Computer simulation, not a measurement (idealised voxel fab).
process module | voxel capacitor over wiring
cross-section cut | 300 nm wide | cells 5 nm
A cross-section is a grid of square cells, given in bands from the top down. A band is one or more rows of cells.
Each band's line starts with the height of the band's top and of its bottom, in nm. Then come its materials from left to right, each with its width in nm. One material with "throughout" fills the band from edge to edge. "air" is empty space.
Height 0 is the level under which the wafer as received is all one material. The lowest band goes on downwards, as in "0 down".
A width such as "30 to 40" changes by the same amount from each row of cells to the next, from the band's top row to its bottom row.
"no change" after a step means that no cell of the cross-section changed.
closed voids: empty space of 8 cells or more with no open way to the top, each as width x height at its distance from the left edge, in nm
after a step's settings: what the simulator itself notes on the step
overlay nm, on a step with a mask: how far to the right of its planned place the mask lay; to the left if negative
plan
1 op RECEIVE | material Si
2 op CONFORMAL_DEP | material SiO2 | thk nm 15
3 op DIRECTIONAL_DEP | material TiN | thk nm 5
4 op DIRECTIONAL_DEP | material Ru | thk nm 20
5 op DIRECTIONAL_DEP | material aC | thk nm 15
6 op PATTERN | tone cover | mask id METAL_1 | material resist | width nm 25 | pitch nm 90 | thk nm 35 | overlay nm 0
7 op DIRECTIONAL_ETCH | etch materials aC | depth nm 15
8 op STRIP | etch materials resist
9 op DIRECTIONAL_ETCH | etch materials Ru | depth nm 20
10 op DIRECTIONAL_ETCH | etch materials TiN | depth nm 5
11 op STRIP | etch materials aC
12 op FILL_DEP | material lowk | thk nm 10
13 op CMP | height nm 40
14 op CONFORMAL_DEP | material SiCN | thk nm 5
15 op DIRECTIONAL_DEP | material lowk | thk nm 20
16 op PATTERN | tone open | mask id PLUG_1 | material resist | width nm 15 | thk nm 20 | overlay nm 0
17 op DIRECTIONAL_ETCH | etch materials lowk | depth nm 20
18 op DIRECTIONAL_ETCH | etch materials SiCN | depth nm 5
19 op STRIP | etch materials resist
20 op CONFORMAL_DEP | material TiN | thk nm 5
21 op FILL_DEP | material W | thk nm 10
22 op CMP | height nm 65
23 op DIRECTIONAL_DEP | material TiN | thk nm 5
24 op DIRECTIONAL_DEP | material Al2O3 | thk nm 5
25 op DIRECTIONAL_DEP | material TiN | thk nm 10
26 op DIRECTIONAL_DEP | material aC | thk nm 15
27 op PATTERN | tone cover | mask id UPPER_PLATE | material resist | width nm 70 | thk nm 30 | overlay nm 0
28 op DIRECTIONAL_ETCH | etch materials aC | depth nm 15
29 op STRIP | etch materials resist
30 op DIRECTIONAL_ETCH | etch materials TiN | depth nm 10
31 op DIRECTIONAL_ETCH | etch materials Al2O3 | depth nm 5
32 op STRIP | etch materials aC
33 op MASKED_ETCH | tone cover | mask id LOWER_PLATE | width nm 80 | etch materials TiN | depth nm 5 | overlay nm 0
34 op FILL_DEP | material SiO2 | thk nm 20
35 op CMP | height nm 100
36 op PATTERN | tone open | mask id PLUG_2 | material resist | width nm 15 | thk nm 20 | overlay nm 0
37 op DIRECTIONAL_ETCH | etch materials SiO2 | depth nm 15
38 op STRIP | etch materials resist
39 op CONFORMAL_DEP | material TiN | thk nm 5
40 op FILL_DEP | material Ru | thk nm 5
41 op CMP | height nm 100
42 op CONFORMAL_DEP | material SiN | thk nm 5
first wafer, as planned
as received, after step 1
  0 down: Si throughout
  closed voids: none
after step 2
  15 to 0: SiO2 throughout
  below 0: unchanged
after step 3
  20 to 15: TiN throughout
  below 15: unchanged
after step 4
  40 to 20: Ru throughout
  below 20: unchanged
after step 5
  55 to 40: aC throughout
  below 40: unchanged
after step 6
  90 to 55: air 90 | resist 25 | air 65 | resist 25 | air 95
  below 55: unchanged
after step 7
  75 to 55: air 90 | resist 25 | air 65 | resist 25 | air 95
  55 to 40: air 90 | aC 25 | air 65 | aC 25 | air 95
  below 40: unchanged
after step 8
  55 to 40: air 90 | aC 25 | air 65 | aC 25 | air 95
  below 40: unchanged
after step 9
  55 to 40: air 90 | aC 25 | air 65 | aC 25 | air 95
  40 to 20: air 90 | Ru 25 | air 65 | Ru 25 | air 95
  below 20: unchanged
after step 10
  55 to 40: air 90 | aC 25 | air 65 | aC 25 | air 95
  40 to 20: air 90 | Ru 25 | air 65 | Ru 25 | air 95
  20 to 15: air 90 | TiN 25 | air 65 | TiN 25 | air 95
  below 15: unchanged
after step 11
  40 to 20: air 90 | Ru 25 | air 65 | Ru 25 | air 95
  below 20: unchanged
after step 12
  50 to 40: lowk throughout
  40 to 20: lowk 90 | Ru 25 | lowk 65 | Ru 25 | lowk 95
  20 to 15: lowk 90 | TiN 25 | lowk 65 | TiN 25 | lowk 95
  below 15: unchanged
after step 13
  40 to 20: lowk 90 | Ru 25 | lowk 65 | Ru 25 | lowk 95
  below 20: unchanged
after step 14
  45 to 40: SiCN throughout
  below 40: unchanged
after step 15
  65 to 45: lowk throughout
  below 45: unchanged
after step 16
  85 to 65: resist 100 | air 15 | resist 185
  below 65: unchanged
after step 17
  85 to 65: resist 100 | air 15 | resist 185
  65 to 45: lowk 100 | air 15 | lowk 185
  below 45: unchanged
after step 18
  85 to 65: resist 100 | air 15 | resist 185
  65 to 45: lowk 100 | air 15 | lowk 185
  45 to 40: SiCN 100 | air 15 | SiCN 185
  below 40: unchanged
after step 19
  65 to 45: lowk 100 | air 15 | lowk 185
  below 45: unchanged
after step 20
  70 to 65: TiN 105 | air 5 | TiN 190
  65 to 45: lowk 100 | TiN 5 | air 5 | TiN 5 | lowk 185
  45 to 40: SiCN 100 | TiN 15 | SiCN 185
  below 40: unchanged
after step 21
  80 to 70: W throughout
  70 to 65: TiN 105 | W 5 | TiN 190
  65 to 45: lowk 100 | TiN 5 | W 5 | TiN 5 | lowk 185
  below 45: unchanged
after step 22
  65 to 45: lowk 100 | TiN 5 | W 5 | TiN 5 | lowk 185
  below 45: unchanged
after step 23
  70 to 65: TiN throughout
  below 65: unchanged
after step 24
  75 to 70: Al2O3 throughout
  below 70: unchanged
after step 25
  85 to 75: TiN throughout
  below 75: unchanged
after step 26
  100 to 85: aC throughout
  below 85: unchanged
after step 27
  130 to 100: air 100 | resist 70 | air 130
  below 100: unchanged
after step 28
  115 to 100: air 100 | resist 70 | air 130
  100 to 85: air 100 | aC 70 | air 130
  below 85: unchanged
after step 29
  100 to 85: air 100 | aC 70 | air 130
  below 85: unchanged
after step 30
  100 to 85: air 100 | aC 70 | air 130
  85 to 75: air 100 | TiN 70 | air 130
  below 75: unchanged
after step 31
  100 to 85: air 100 | aC 70 | air 130
  85 to 75: air 100 | TiN 70 | air 130
  75 to 70: air 100 | Al2O3 70 | air 130
  below 70: unchanged
after step 32
  85 to 75: air 100 | TiN 70 | air 130
  below 75: unchanged
after step 33
  85 to 75: air 100 | TiN 70 | air 130
  75 to 70: air 100 | Al2O3 70 | air 130
  70 to 65: air 95 | TiN 80 | air 125
  below 65: unchanged
after step 34
  105 to 85: SiO2 throughout
  85 to 75: SiO2 100 | TiN 70 | SiO2 130
  75 to 70: SiO2 100 | Al2O3 70 | SiO2 130
  70 to 65: SiO2 95 | TiN 80 | SiO2 125
  below 65: unchanged
after step 35
  100 to 85: SiO2 throughout
  below 85: unchanged
after step 36
  120 to 100: resist 110 | air 15 | resist 175
  below 100: unchanged
after step 37
  120 to 100: resist 110 | air 15 | resist 175
  100 to 85: SiO2 110 | air 15 | SiO2 175
  below 85: unchanged
after step 38
  100 to 85: SiO2 110 | air 15 | SiO2 175
  below 85: unchanged
after step 39
  105 to 100: TiN 115 | air 5 | TiN 180
  100 to 90: SiO2 110 | TiN 5 | air 5 | TiN 5 | SiO2 175
  90 to 85: SiO2 110 | TiN 15 | SiO2 175
  below 85: unchanged
after step 40
  110 to 105: Ru throughout
  105 to 100: TiN 115 | Ru 5 | TiN 180
  100 to 90: SiO2 110 | TiN 5 | Ru 5 | TiN 5 | SiO2 175
  below 90: unchanged
after step 41
  100 to 90: SiO2 110 | TiN 5 | Ru 5 | TiN 5 | SiO2 175
  below 90: unchanged
after step 42
  105 to 100: SiN throughout
  below 100: unchanged
second wafer: like start, like plan, one mistake. Through step 41 it matches the first wafer
when step 42 should have ended
  105 to 100: aC throughout
  below 100: unchanged
what went wrong: step 42 ran as: op CONFORMAL_DEP | material aC | thk nm 5
at the end the second wafer has, in cells: 60 fewer of SiN | 60 more of aC
